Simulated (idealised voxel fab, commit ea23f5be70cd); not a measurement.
Presented below is a process module, voxel transistor to metal.
The cross-section shown here is cut; it is 175 nm wide and divided into square cells measuring 5 nm on a side.
In what follows, cross-sections appear as grids of square cells, described through bands that run from the top down, where every band is one or more rows of cells. Band entry format. Leading values: height of top, height of bottom, nm. Remainder: materials in left-to-right order, each with its width in nm. Special words: "all across" on a single material, which then fills the band edge to edge; "blank", empty space. Counting heights begins at 0, where everything beneath is, in the wafer as received, one material. The lowest band has no bottom; it goes on downwards, as "0..down" shows. A width such as "30..40" changes by the same amount from each row of cells to the next, from the band's top row to its bottom row. No cell of the cross-section changed in a step that is given as "no change occurred". The list in "Fully closed voids" covers empty spaces of 8 cells or more that cannot reach the top through any open way, and it gives each as width x height at distance; the distance is from the left edge, and width, height and distance are in nm. Read whatever lies past the settings on a step's line as the simulator's own remark about the step. On any step carrying a mask, the "overlay nm" setting, if present on the step's line, tells how far right of its planned place the mask lay; negative values point to the left.
THE STEPS PLANNED FOR THE PROCESS ARE AS FOLLOWS
1,RECEIVE (material Si)
2,OXIDIZE (depth nm 5)
3,CONFORMAL_DEP (material SiN; thk nm 15)
4,DIRECTIONAL_DEP (material aC; thk nm 10)
5,PATTERN (tone cover; mask id ACTIVE; material resist; width nm 105; thk nm 30; overlay nm -15)
6,DIRECTIONAL_ETCH (etch materials aC; depth nm 10)
7,STRIP (etch materials resist)
8,DIRECTIONAL_ETCH (etch materials SiN; depth nm 15)
9,DIRECTIONAL_ETCH (etch materials SiO2; depth nm 5)
10,DIRECTIONAL_ETCH (etch materials Si; depth nm 35)
11,STRIP (etch materials aC)
12,OXIDIZE (depth nm 5)
13,FILL_DEP (material SiO2; thk nm 5)
14,CMP (height nm 15)
15,SELECTIVE_ETCH (etch materials SiO2; depth nm 5)
16,STRIP (etch materials SiN)
17,SELECTIVE_ETCH (etch materials SiO2; depth nm 5)
18,OXIDIZE (depth nm 5)
19,DIRECTIONAL_DEP (material polySi; thk nm 25)
20,DIRECTIONAL_DEP (material SiCN; thk nm 10)
21,PATTERN (tone cover; mask id GATE; material resist; width nm 15; thk nm 20; overlay nm 0)
22,DIRECTIONAL_ETCH (etch materials SiCN; depth nm 20)
23,DIRECTIONAL_ETCH (etch materials polySi; depth nm 35)
24,STRIP (etch materials resist)
25,CONFORMAL_DEP (material SiO2; thk nm 5)
26,DIRECTIONAL_ETCH (etch materials SiO2; depth nm 5)
27,CONFORMAL_DEP (material SiN; thk nm 5)
28,DIRECTIONAL_ETCH (etch materials SiN; depth nm 5)
29,DIRECTIONAL_ETCH (etch materials SiO2; depth nm 5)
30,DIRECTIONAL_ETCH (etch materials Si; depth nm 5)
31,EPI (material pSi; thk nm 5)
32,FILL_DEP (material SiO2; thk nm 5)
33,CMP (height nm 30)
34,DIRECTIONAL_DEP (material SiO2; thk nm 15)
35,DIRECTIONAL_DEP (material aC; thk nm 10)
36,PATTERN (tone open; mask id CONTACT; material resist; width nm 30; pitch nm 55; thk nm 30; overlay nm 0)
37,DIRECTIONAL_ETCH (etch materials aC; depth nm 10)
38,STRIP (etch materials resist)
39,DIRECTIONAL_ETCH (etch materials SiO2; depth nm 55)
40,STRIP (etch materials aC)
41,CONFORMAL_DEP (material TiN; thk nm 5)
42,FILL_DEP (material W; thk nm 5)
43,CMP (height nm 45)
44,CONFORMAL_DEP (material SiN; thk nm 5)
45,DIRECTIONAL_DEP (material SiO2; thk nm 15)
46,PATTERN (tone open; mask id METAL_1; material resist; width nm 20; pitch nm 65; thk nm 20; overlay nm 0)
47,DIRECTIONAL_ETCH (etch materials SiO2; depth nm 15)
48,DIRECTIONAL_ETCH (etch materials SiN; depth nm 5)
49,STRIP (etch materials resist)
50,CONFORMAL_DEP (material TiN; thk nm 5)
51,FILL_DEP (material Ru; thk nm 5)
52,CMP (height nm 65)
53,EPI (material Ru; thk nm 5)
54,FILL_DEP (material SiCN; thk nm 5)
Heads up: all these wafers start the same, and what changes between them is the overlay nm in step 5. The value you see in the plan is just what the first wafer got.
CROSS-SECTION OF THE FIRST OF SEVERAL RECEIVED WAFERS, SHOWING ITS STATE AFTER STEP 1
0..down = Si all across
Fully closed voids: none
QUICK LOOK AT THE CROSS-SECTION OF THE FIRST OF SEVERAL WAFERS AFTER STEP 54, WHICH WRAPS UP THE MODULE
75..70 = SiCN all across
70..65 = 40 SiCN / 30 Ru / 35 SiCN / 30 Ru / 40 SiCN
65..50 = 45 SiO2 / 5 TiN / 10 Ru / 5 TiN / 45 SiO2 / 5 TiN / 10 Ru / 5 TiN / 45 SiO2
50..45 = 45 SiN / 20 TiN / 45 SiN / 20 TiN / 45 SiN
45..35 = 45 SiO2 / 5 TiN / 20 W / 5 TiN / 25 SiO2 / 5 TiN / 20 W / 5 TiN / 45 SiO2
35..30 = 45 SiO2 / 5 TiN / 15 W / 10 TiN / 25 SiO2 / 10 TiN / 15 W / 5 TiN / 45 SiO2
30..20 = 45 SiO2 / 5 TiN / 15 W / 5 TiN / 5 SiN / 5 SiO2 / 15 SiCN / 5 SiO2 / 5 SiN / 5 TiN / 15 W / 5 TiN / 45 SiO2
20..10 = 45 SiO2 / 5 TiN / 15 W / 5 TiN / 5 SiN / 5 SiO2 / 15 polySi / 5 SiO2 / 5 SiN / 5 TiN / 15 W / 5 TiN / 45 SiO2
10..5 = 45 SiO2 / 5 TiN / 15 W / 5 TiN / 5 SiN / 5 SiO2 / 15 polySi / 5 SiO2 / 5 SiN / 5 TiN / 5 W / 15 TiN / 45 SiO2
5..0 = 20 SiO2 / 5 SiN / 20 SiO2 / 5 TiN / 15 W / 5 TiN / 5 SiN / 5 SiO2 / 15 polySi / 5 SiO2 / 5 SiN / 5 TiN / 5 W / 5 TiN / 5 SiN / 5 TiN / 45 SiO2
0..-5 = 20 SiO2 / 5 SiN / 20 SiO2 / 5 TiN / 10 W / 10 TiN / 5 SiN / 5 SiO2 / 15 polySi / 5 SiO2 / 5 SiN / 15 TiN / 5 SiN / 5 TiN / 45 SiO2
-5..-10 = 45 SiO2 / 20 TiN / 5 pSi / 35 SiO2 / 5 pSi / 10 TiN / 5 SiO2 / 5 TiN / 45 SiO2
-10..-15 = 25 SiO2 / 45 pSi / 35 Si / 15 pSi / 55 SiO2
-15..-45 = 25 SiO2 / 95 Si / 55 SiO2
-45..down = Si all across
Fully closed voids: none
WAFER CROSS-SECTION (LAST WAFER, MODULE END)
75..70 = SiCN all across
70..65 = 40 SiCN / 30 Ru / 35 SiCN / 30 Ru / 40 SiCN
65..50 = 45 SiO2 / 5 TiN / 10 Ru / 5 TiN / 45 SiO2 / 5 TiN / 10 Ru / 5 TiN / 45 SiO2
50..45 = 45 SiN / 20 TiN / 45 SiN / 20 TiN / 45 SiN
45..35 = 45 SiO2 / 5 TiN / 20 W / 5 TiN / 25 SiO2 / 5 TiN / 20 W / 5 TiN / 45 SiO2
35..30 = 45 SiO2 / 5 TiN / 15 W / 10 TiN / 25 SiO2 / 10 TiN / 15 W / 5 TiN / 45 SiO2
30..20 = 45 SiO2 / 5 TiN / 15 W / 5 TiN / 5 SiN / 5 SiO2 / 15 SiCN / 5 SiO2 / 5 SiN / 5 TiN / 15 W / 5 TiN / 45 SiO2
20..10 = 45 SiO2 / 5 TiN / 15 W / 5 TiN / 5 SiN / 5 SiO2 / 15 polySi / 5 SiO2 / 5 SiN / 5 TiN / 15 W / 5 TiN / 45 SiO2
10..5 = 45 SiO2 / 15 TiN / 5 W / 5 TiN / 5 SiN / 5 SiO2 / 15 polySi / 5 SiO2 / 5 SiN / 5 TiN / 15 W / 5 TiN / 45 SiO2
5..0 = 45 SiO2 / 5 TiN / 5 SiN / 5 TiN / 5 W / 5 TiN / 5 SiN / 5 SiO2 / 15 polySi / 5 SiO2 / 5 SiN / 5 TiN / 15 W / 5 TiN / 20 SiO2 / 5 SiN / 20 SiO2
0..-5 = 45 SiO2 / 5 TiN / 5 SiN / 15 TiN / 5 SiN / 5 SiO2 / 15 polySi / 5 SiO2 / 5 SiN / 10 TiN / 10 W / 5 TiN / 20 SiO2 / 5 SiN / 20 SiO2
-5..-10 = 45 SiO2 / 5 TiN / 5 SiO2 / 10 TiN / 5 pSi / 35 SiO2 / 5 pSi / 20 TiN / 45 SiO2
-10..-15 = 55 SiO2 / 15 pSi / 35 Si / 45 pSi / 25 SiO2
-15..-45 = 55 SiO2 / 95 Si / 25 SiO2
-45..down = Si all across
Fully closed voids: none
BELOW IS A PER-WAFER TABLE. IN IT, EACH ROW DESCRIBES THE WAFER AT THE END OF THE MODULE BY GIVING, FOR EACH MATERIAL, THE NUMBER OF CELLS GAINED (+) OR LOST (-) SINCE THE WAFER WAS RECEIVED, AND AFTER THAT THE CLOSED VOIDS OF THE WAFER
overlay nm -15, +24 Ru, -194 Si, +64 SiCN, +45 SiN, +426 SiO2, +75 TiN, +56 W, +14 pSi, +15 polySi, Fully closed voids: none
overlay nm -10, +24 Ru, -194 Si, +64 SiCN, +45 SiN, +426 SiO2, +72 TiN, +59 W, +14 pSi, +15 polySi, Fully closed voids: none
overlay nm -5, +24 Ru, -194 Si, +64 SiCN, +45 SiN, +423 SiO2, +72 TiN, +62 W, +14 pSi, +15 polySi, Fully closed voids: none
overlay nm 0, +24 Ru, -194 Si, +64 SiCN, +45 SiN, +423 SiO2, +72 TiN, +62 W, +14 pSi, +15 polySi, Fully closed voids: none
overlay nm 5, +24 Ru, -194 Si, +64 SiCN, +45 SiN, +423 SiO2, +72 TiN, +62 W, +14 pSi, +15 polySi, Fully closed voids: none
overlay nm 10, +24 Ru, -194 Si, +64 SiCN, +45 SiN, +426 SiO2, +72 TiN, +59 W, +14 pSi, +15 polySi, Fully closed voids: none
overlay nm 15, +24 Ru, -194 Si, +64 SiCN, +45 SiN, +426 SiO2, +75 TiN, +56 W, +14 pSi, +15 polySi, Fully closed voids: none
